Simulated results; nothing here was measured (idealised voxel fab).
process module | voxel gate over fins
cross-section cut | 295 nm wide | cells 5 nm
A cross-section is a grid of square cells, given in bands from the top down. A band is one or more rows of cells.
Each band's line starts with the height of the band's top and of its bottom, in nm. Then come its materials from left to right, each with its width in nm. One material with "throughout" fills the band from edge to edge. "air" is empty space.
Height 0 is the level under which the wafer as received is all one material. The lowest band goes on downwards, as in "0 down".
A width such as "30 to 40" changes by the same amount from each row of cells to the next, from the band's top row to its bottom row.
"no change" after a step means that no cell of the cross-section changed.
closed voids: empty space of 8 cells or more with no open way to the top, each as width x height at its distance from the left edge, in nm
after a step's settings: what the simulator itself notes on the step
overlay nm, on a step with a mask: how far to the right of its planned place the mask lay; to the left if negative
plan
1 op RECEIVE | material Si
2 op CONFORMAL_DEP | material SiN | thk nm 5
3 op MASKED_ETCH | tone cover | mask id FINS | width nm 15 | pitch nm 40 | etch materials SiN | depth nm 5 | overlay nm 0
4 op MASKED_ETCH | tone cover | mask id FINS | width nm 15 | pitch nm 40 | etch materials Si | depth nm 35 | overlay nm 0
5 op OXIDIZE | depth nm 5
6 op FILL_DEP | material SiO2 | thk nm 15
7 op CMP | height nm 5
8 op SELECTIVE_ETCH | etch materials SiO2 | depth nm 15
9 op STRIP | etch materials SiN
10 op CONFORMAL_DEP | material HfO2 | thk nm 5
11 op CONFORMAL_DEP | material TiN | thk nm 5
12 op CONFORMAL_DEP | material TiAl | thk nm 5
13 op CONFORMAL_DEP | material TiN | thk nm 5
14 op FILL_DEP | material W | thk nm 15
15 op CMP | height nm 30
16 op CONFORMAL_DEP | material SiN | thk nm 10
first wafer, as planned
as received, after step 1
  0 down: Si throughout
  closed voids: none
after step 2
  5 to 0: SiN throughout
  below 0: unchanged
after step 3
  5 to 0: air 120 | SiN 15 | air 25 | SiN 15 | air 120
  below 0: unchanged
after step 4
  5 to 0: air 120 | SiN 15 | air 25 | SiN 15 | air 120
  0 to -35: air 120 | Si 15 | air 25 | Si 15 | air 120
  below -35: unchanged
after step 5
  5 to 0: air 120 | SiN 15 | air 25 | SiN 15 | air 120
  0 to -35: air 120 | SiO2 5 | Si 5 | SiO2 5 | air 25 | SiO2 5 | Si 5 | SiO2 5 | air 120
  -35 to -40: SiO2 125 | Si 5 | SiO2 35 | Si 5 | SiO2 125
  below -40: unchanged
after step 6
  20 to 5: SiO2 throughout
  5 to 0: SiO2 120 | SiN 15 | SiO2 25 | SiN 15 | SiO2 120
  0 to -40: SiO2 125 | Si 5 | SiO2 35 | Si 5 | SiO2 125
  below -40: unchanged
after step 7
  5 to 0: SiO2 120 | SiN 15 | SiO2 25 | SiN 15 | SiO2 120
  below 0: unchanged
after step 8
  5 to 0: air 120 | SiN 15 | air 25 | SiN 15 | air 120
  0 to -10: air 125 | Si 5 | air 35 | Si 5 | air 125
  below -10: unchanged
after step 9
  0 to -10: air 125 | Si 5 | air 35 | Si 5 | air 125
  below -10: unchanged
after step 10
  5 to 0: air 120 | HfO2 15 | air 25 | HfO2 15 | air 120
  0 to -5: air 120 | HfO2 5 | Si 5 | HfO2 5 | air 25 | HfO2 5 | Si 5 | HfO2 5 | air 120
  -5 to -10: HfO2 125 | Si 5 | HfO2 35 | Si 5 | HfO2 125
  below -10: unchanged
after step 11
  10 to 5: air 115 | TiN 25 | air 15 | TiN 25 | air 115
  5 to 0: air 115 | TiN 5 | HfO2 15 | TiN 5 | air 15 | TiN 5 | HfO2 15 | TiN 5 | air 115
  0 to -5: TiN 120 | HfO2 5 | Si 5 | HfO2 5 | TiN 25 | HfO2 5 | Si 5 | HfO2 5 | TiN 120
  below -5: unchanged
after step 12
  15 to 10: air 110 | TiAl 35 | air 5 | TiAl 35 | air 110
  10 to 5: air 110 | TiAl 5 | TiN 25 | TiAl 5 | air 5 | TiAl 5 | TiN 25 | TiAl 5 | air 110
  5 to 0: TiAl 115 | TiN 5 | HfO2 15 | TiN 5 | TiAl 15 | TiN 5 | HfO2 15 | TiN 5 | TiAl 115
  below 0: unchanged
after step 13
  20 to 15: air 105 | TiN 85 | air 105
  15 to 10: air 105 | TiN 5 | TiAl 35 | TiN 5 | TiAl 35 | TiN 5 | air 105
  10 to 5: TiN 110 | TiAl 5 | TiN 25 | TiAl 5 | TiN 5 | TiAl 5 | TiN 25 | TiAl 5 | TiN 110
  below 5: unchanged
after step 14
  35 to 20: W throughout
  20 to 15: W 105 | TiN 85 | W 105
  15 to 10: W 105 | TiN 5 | TiAl 35 | TiN 5 | TiAl 35 | TiN 5 | W 105
  below 10: unchanged
after step 15
  30 to 20: W throughout
  below 20: unchanged
after step 16
  40 to 30: SiN throughout
  below 30: unchanged
second wafer: like start, like plan, one mistake. Through step 3 it matches the first wafer
when step 4 should have ended
  5 to 0: air 120 | SiN 15 | air 25 | SiN 15 | air 120
  0 to -45: air 120 | Si 15 | air 25 | Si 15 | air 120
  below -45: unchanged
when step 5 should have ended
  5 to 0: air 120 | SiN 15 | air 25 | SiN 15 | air 120
  0 to -45: air 120 | SiO2 5 | Si 5 | SiO2 5 | air 25 | SiO2 5 | Si 5 | SiO2 5 | air 120
  -45 to -50: SiO2 125 | Si 5 | SiO2 35 | Si 5 | SiO2 125
  below -50: unchanged
when step 6 should have ended
  20 to 5: SiO2 throughout
  5 to 0: SiO2 120 | SiN 15 | SiO2 25 | SiN 15 | SiO2 120
  0 to -50: SiO2 125 | Si 5 | SiO2 35 | Si 5 | SiO2 125
  below -50: unchanged
when step 7 should have ended
  5 to 0: SiO2 120 | SiN 15 | SiO2 25 | SiN 15 | SiO2 120
  below 0: unchanged
when step 8 should have ended
  5 to 0: air 120 | SiN 15 | air 25 | SiN 15 | air 120
  0 to -10: air 125 | Si 5 | air 35 | Si 5 | air 125
  below -10: unchanged
when step 9 should have ended
  0 to -10: air 125 | Si 5 | air 35 | Si 5 | air 125
  below -10: unchanged
when step 10 should have ended
  5 to 0: air 120 | HfO2 15 | air 25 | HfO2 15 | air 120
  0 to -5: air 120 | HfO2 5 | Si 5 | HfO2 5 | air 25 | HfO2 5 | Si 5 | HfO2 5 | air 120
  -5 to -10: HfO2 125 | Si 5 | HfO2 35 | Si 5 | HfO2 125
  below -10: unchanged
when step 11 should have ended
  10 to 5: air 115 | TiN 25 | air 15 | TiN 25 | air 115
  5 to 0: air 115 | TiN 5 | HfO2 15 | TiN 5 | air 15 | TiN 5 | HfO2 15 | TiN 5 | air 115
  0 to -5: TiN 120 | HfO2 5 | Si 5 | HfO2 5 | TiN 25 | HfO2 5 | Si 5 | HfO2 5 | TiN 120
  below -5: unchanged
when step 12 should have ended
  15 to 10: air 110 | TiAl 35 | air 5 | TiAl 35 | air 110
  10 to 5: air 110 | TiAl 5 | TiN 25 | TiAl 5 | air 5 | TiAl 5 | TiN 25 | TiAl 5 | air 110
  5 to 0: TiAl 115 | TiN 5 | HfO2 15 | TiN 5 | TiAl 15 | TiN 5 | HfO2 15 | TiN 5 | TiAl 115
  below 0: unchanged
when step 13 should have ended
  20 to 15: air 105 | TiN 85 | air 105
  15 to 10: air 105 | TiN 5 | TiAl 35 | TiN 5 | TiAl 35 | TiN 5 | air 105
  10 to 5: TiN 110 | TiAl 5 | TiN 25 | TiAl 5 | TiN 5 | TiAl 5 | TiN 25 | TiAl 5 | TiN 110
  below 5: unchanged
when step 14 should have ended
  35 to 20: W throughout
  20 to 15: W 105 | TiN 85 | W 105
  15 to 10: W 105 | TiN 5 | TiAl 35 | TiN 5 | TiAl 35 | TiN 5 | W 105
  below 10: unchanged
when step 15 should have ended
  30 to 20: W throughout
  below 20: unchanged
when step 16 should have ended
  40 to 30: SiN throughout
  below 30: unchanged
what went wrong: step 4 ran as: op MASKED_ETCH | tone cover | mask id FINS | width nm 15 | pitch nm 40 | etch materials Si | depth nm 45 | overlay nm 0
at the end the second wafer has, in cells: 114 fewer of Si | 114 more of SiO2
